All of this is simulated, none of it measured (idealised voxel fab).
process module | voxel wiring stack
cross-section cut | 220 nm wide | cells 5 nm
A cross-section is a grid of square cells, given in bands from the top down. A band is one or more rows of cells.
Each band's line starts with the height of the band's top and of its bottom, in nm. Then come its materials from left to right, each with its width in nm. One material with "throughout" fills the band from edge to edge. "air" is empty space.
Height 0 is the level under which the wafer as received is all one material. The lowest band goes on downwards, as in "0 down".
A width such as "30 to 40" changes by the same amount from each row of cells to the next, from the band's top row to its bottom row.
"no change" after a step means that no cell of the cross-section changed.
closed voids: empty space of 8 cells or more with no open way to the top, each as width x height at its distance from the left edge, in nm
after a step's settings: what the simulator itself notes on the step
overlay nm, on a step with a mask: how far to the right of its planned place the mask lay; to the left if negative
plan
1 op RECEIVE | material Si
2 op CONFORMAL_DEP | material SiO2 | thk nm 15
3 op CONFORMAL_DEP | material SiN | thk nm 5
4 op DIRECTIONAL_DEP | material SiO2 | thk nm 25
5 op MASKED_ETCH | tone open | mask id METAL_1 | width nm 25 | pitch nm 45 | etch materials SiO2 | depth nm 25 | overlay nm 0
6 op MASKED_ETCH | tone open | mask id METAL_1 | width nm 25 | pitch nm 45 | etch materials SiN | depth nm 5 | overlay nm 0
7 op CONFORMAL_DEP | material TiN | thk nm 5
8 op FILL_DEP | material Cu | thk nm 10
9 op CMP | height nm 45
10 op CONFORMAL_DEP | material SiCN | thk nm 5
11 op DIRECTIONAL_DEP | material SiO2 | thk nm 15
12 op MASKED_ETCH | tone open | mask id PLUG_1 | width nm 15 | pitch nm 45 | etch materials SiO2 | depth nm 15 | overlay nm 0
13 op MASKED_ETCH | tone open | mask id PLUG_1 | width nm 15 | pitch nm 45 | etch materials SiCN | depth nm 5 | overlay nm 0
14 op EPI | material Ru | thk nm 10
15 op EPI | material Ru | thk nm 10
16 op CONFORMAL_DEP | material SiN | thk nm 5
17 op DIRECTIONAL_DEP | material lowk | thk nm 20
18 op PATTERN | tone open | mask id METAL_2 | material resist | width nm 25 | pitch nm 45 | thk nm 20 | overlay nm 0
19 op DIRECTIONAL_ETCH | etch materials lowk | depth nm 20
20 op DIRECTIONAL_ETCH | etch materials SiN | depth nm 5
21 op STRIP | etch materials resist
22 op CONFORMAL_DEP | material TiN | thk nm 5
23 op FILL_DEP | material Cu | thk nm 10
24 op CMP | height nm 90
25 op CONFORMAL_DEP | material SiCN | thk nm 5
26 op DIRECTIONAL_DEP | material SiO2 | thk nm 30
27 op MASKED_ETCH | tone open | mask id METAL_3_HOLES | width nm 15 | pitch nm 45 | etch materials SiO2 | depth nm 30 | overlay nm 0
28 op MASKED_ETCH | tone open | mask id METAL_3 | width nm 25 | pitch nm 45 | etch materials SiO2 | depth nm 20 | overlay nm 0
29 op MASKED_ETCH | tone open | mask id METAL_3 | width nm 25 | pitch nm 45 | etch materials SiCN | depth nm 5 | overlay nm 0
30 op CONFORMAL_DEP | material TiN | thk nm 5
31 op FILL_DEP | material Cu | thk nm 10
32 op CMP | height nm 125
33 op CONFORMAL_DEP | material SiCN | thk nm 5
34 op DIRECTIONAL_DEP | material lowk | thk nm 25
35 op MASKED_ETCH | tone open | mask id METAL_4_HOLES | width nm 15 | pitch nm 90 | etch materials lowk | depth nm 25 | overlay nm 0
36 op PATTERN | tone open | mask id METAL_4 | material resist | width nm 25 | pitch nm 45 | thk nm 20 | overlay nm 0
37 op DIRECTIONAL_ETCH | etch materials lowk | depth nm 15
38 op DIRECTIONAL_ETCH | etch materials SiCN | depth nm 5
39 op STRIP | etch materials resist
40 op CONFORMAL_DEP | material TiN | thk nm 5
41 op FILL_DEP | material Cu | thk nm 10
42 op CMP | height nm 155
43 op CONFORMAL_DEP | material SiCN | thk nm 5
as received, after step 1
  0 down: Si throughout
  closed voids: none
a wafer at the end: this start, this plan, one mistake
  160 to 155: SiCN throughout
  155 to 145: lowk 50 | TiN 5 | Cu 15 | TiN 5 | lowk 20 | TiN 5 | Cu 15 | TiN 5 | lowk 20 | TiN 5 | Cu 15 | TiN 5 | lowk 55
  145 to 140: lowk 50 | TiN 5 | Cu 5 | TiN 15 | lowk 20 | TiN 25 | lowk 20 | TiN 5 | Cu 5 | TiN 15 | lowk 55
  140 to 130: lowk 50 | TiN 5 | Cu 5 | TiN 5 | lowk 75 | TiN 5 | Cu 5 | TiN 5 | lowk 65
  130 to 125: SiCN 50 | TiN 15 | SiCN 75 | TiN 15 | SiCN 65
  125 to 110: SiO2 50 | TiN 5 | Cu 15 | TiN 5 | SiO2 20 | TiN 5 | Cu 15 | TiN 5 | SiO2 20 | TiN 5 | Cu 15 | TiN 5 | SiO2 55
  110 to 105: SiO2 50 | TiN 5 | Cu 5 | TiN 15 | SiO2 20 | TiN 5 | Cu 5 | TiN 15 | SiO2 20 | TiN 5 | Cu 5 | TiN 15 | SiO2 55
  105 to 95: SiO2 50 | TiN 5 | Cu 5 | TiN 5 | SiO2 30 | TiN 5 | Cu 5 | TiN 5 | SiO2 30 | TiN 5 | Cu 5 | TiN 5 | SiO2 65
  95 to 90: SiCN 50 | TiN 15 | SiCN 30 | TiN 15 | SiCN 30 | TiN 15 | SiCN 65
  90 to 70: lowk 50 | TiN 5 | Cu 15 | TiN 5 | lowk 20 | TiN 5 | Cu 15 | TiN 5 | lowk 20 | TiN 5 | Cu 15 | TiN 5 | lowk 55
  70 to 65: SiN 50 | TiN 25 | SiN 20 | TiN 25 | SiN 20 | TiN 25 | SiN 55
  65 to 50: SiO2 50 | Ru 15 | SiO2 30 | Ru 15 | SiO2 30 | Ru 15 | SiO2 65
  50 to 45: SiCN 50 | Ru 10 | SiCN 35 | Ru 10 | SiCN 35 | Ru 10 | SiCN 70
  45 to 20: SiO2 50 | TiN 5 | Cu 15 | TiN 5 | SiO2 20 | TiN 5 | Cu 15 | TiN 5 | SiO2 20 | TiN 5 | Cu 15 | TiN 5 | SiO2 55
  20 to 15: SiN 50 | TiN 25 | SiN 20 | TiN 25 | SiN 20 | TiN 25 | SiN 55
  15 to 0: SiO2 throughout
  0 down: Si throughout
  closed voids: none
what went wrong: step 13 ran as: op MASKED_ETCH | tone open | mask id PLUG_1 | width nm 15 | pitch nm 45 | etch materials SiCN | depth nm 5 | overlay nm -5
